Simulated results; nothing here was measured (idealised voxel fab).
Module name: voxel air gaps (process module)
Cross-section cut spans 280 nm and uses square cells 5 nm in size.
Square cells in a grid make up a cross-section in this document, and the grid is given as bands, listed from the top down, each one or more rows of cells. A band entry consists of two parts. The first gives the height of the band's top and the height of its bottom, in nm. The rest lists the band's materials from left to right, each with its width in nm. A single material labelled with the word "everywhere" fills the band from edge to edge, and the word "air" marks empty space. Height reference: 0 = level under which incoming wafer is all one material. Lowest band: no bottom, runs on downward, e.g. "0 -> down". Read "30->40" as a graded width: first number on top, second number at the bottom, same change between each pair of neighbouring rows. "remained unchanged" means the step left every cell of the cross-section as it was. Look at "Enclosed void listing" for the closed voids: empty spaces with no open path to the top, sized 8 cells or up. Each is width x height at distance, distance from the left edge, all nm. Text after the settings on a step's line: the simulator's own remark on that step. The line of a step may include "overlay nm". On a step with a mask, this value is how far to the right of its planned place the mask lay. A negative value means the mask lay to the left.

[The planned process steps are enumerated hereunder]
1: op RECEIVE | material Si
2: op CONFORMAL_DEP | material SiO2 | thk nm 10
3: op CONFORMAL_DEP | material SiCN | thk nm 5
4: op DIRECTIONAL_DEP | material lowk | thk nm 40
5: op DIRECTIONAL_DEP | material aC | thk nm 15
6: op PATTERN | tone open | mask id LINES | material resist | width nm 25 | pitch nm 50 | thk nm 30 | overlay nm 0
7: op DIRECTIONAL_ETCH | etch materials aC | depth nm 15
8: op STRIP | etch materials resist
9: op DIRECTIONAL_ETCH | etch materials lowk | depth nm 40
10: op STRIP | etch materials aC
11: op CONFORMAL_DEP | material TiN | thk nm 5
12: op FILL_DEP | material Ru | thk nm 10
13: op CMP | height nm 55
14: op EPI | material Ru | thk nm 10
15: op SELECTIVE_ETCH | etch materials lowk | depth nm 50
16: op CONFORMAL_DEP | material SiCN | thk nm 5

[Step 1 complete: cross-section of the wafer as received]
    0 -> down | Si everywhere
    Enclosed void listing: none

[End-of-module XS, first of two wafers, run as planned]
    70 -> 65 | air 60 nm / SiCN 155 nm / air 65 nm
    65 -> 55 | air 60 nm / SiCN 5 nm / Ru 45 nm / SiCN 5 nm / Ru 45 nm / SiCN 5 nm / Ru 45 nm / SiCN 5 nm / air 65 nm
    55 -> 50 | air 60 nm / SiCN 15 nm / TiN 5 nm / Ru 15 nm / TiN 5 nm / SiCN 25 nm / TiN 5 nm / Ru 15 nm / TiN 5 nm / SiCN 25 nm / TiN 5 nm / Ru 15 nm / TiN 5 nm / SiCN 15 nm / air 65 nm
    50 -> 20 | air 70 nm / SiCN 5 nm / TiN 5 nm / Ru 15 nm / TiN 5 nm / SiCN 5 nm / air 15 nm / SiCN 5 nm / TiN 5 nm / Ru 15 nm / TiN 5 nm / SiCN 5 nm / air 15 nm / SiCN 5 nm / TiN 5 nm / Ru 15 nm / TiN 5 nm / SiCN 5 nm / air 75 nm
    20 -> 15 | SiCN 75 nm / TiN 25 nm / SiCN 25 nm / TiN 25 nm / SiCN 25 nm / TiN 25 nm / SiCN 80 nm
    15 -> 10 | SiCN everywhere
    10 -> 0 | SiO2 everywhere
    0 -> down | Si everywhere
    Enclosed void listing: 15 x 30 at 105; 15 x 30 at 155

[This is the second of the two wafers, cross-sectioned at the end of the module; it started exactly like the first and was given the same plan, but it was run with one mistake]
    80 -> 75 | air 50 nm / SiCN 175 nm / air 55 nm
    75 -> 55 | air 50 nm / SiCN 5 nm / Ru 165 nm / SiCN 5 nm / air 55 nm
    55 -> 50 | air 50 nm / SiCN 25 nm / TiN 5 nm / Ru 15 nm / TiN 5 nm / lowk 25 nm / TiN 5 nm / Ru 15 nm / TiN 5 nm / lowk 25 nm / TiN 5 nm / Ru 15 nm / TiN 5 nm / SiCN 25 nm / air 55 nm
    50 -> 20 | air 70 nm / SiCN 5 nm / TiN 5 nm / Ru 15 nm / TiN 5 nm / lowk 25 nm / TiN 5 nm / Ru 15 nm / TiN 5 nm / lowk 25 nm / TiN 5 nm / Ru 15 nm / TiN 5 nm / SiCN 5 nm / air 75 nm
    20 -> 15 | SiCN 75 nm / TiN 25 nm / lowk 25 nm / TiN 25 nm / lowk 25 nm / TiN 25 nm / SiCN 80 nm
    15 -> 10 | SiCN everywhere
    10 -> 0 | SiO2 everywhere
    0 -> down | Si everywhere
    Enclosed void listing: none
Finding, execution versus plan: step 14 was run twice
The final cell counts differ between the wafers, with the second having more or fewer of some materials than the first: Ru: 78 more, SiCN: 36 fewer, lowk: 80 more
Final closed voids: first wafer 2, second wafer 0.
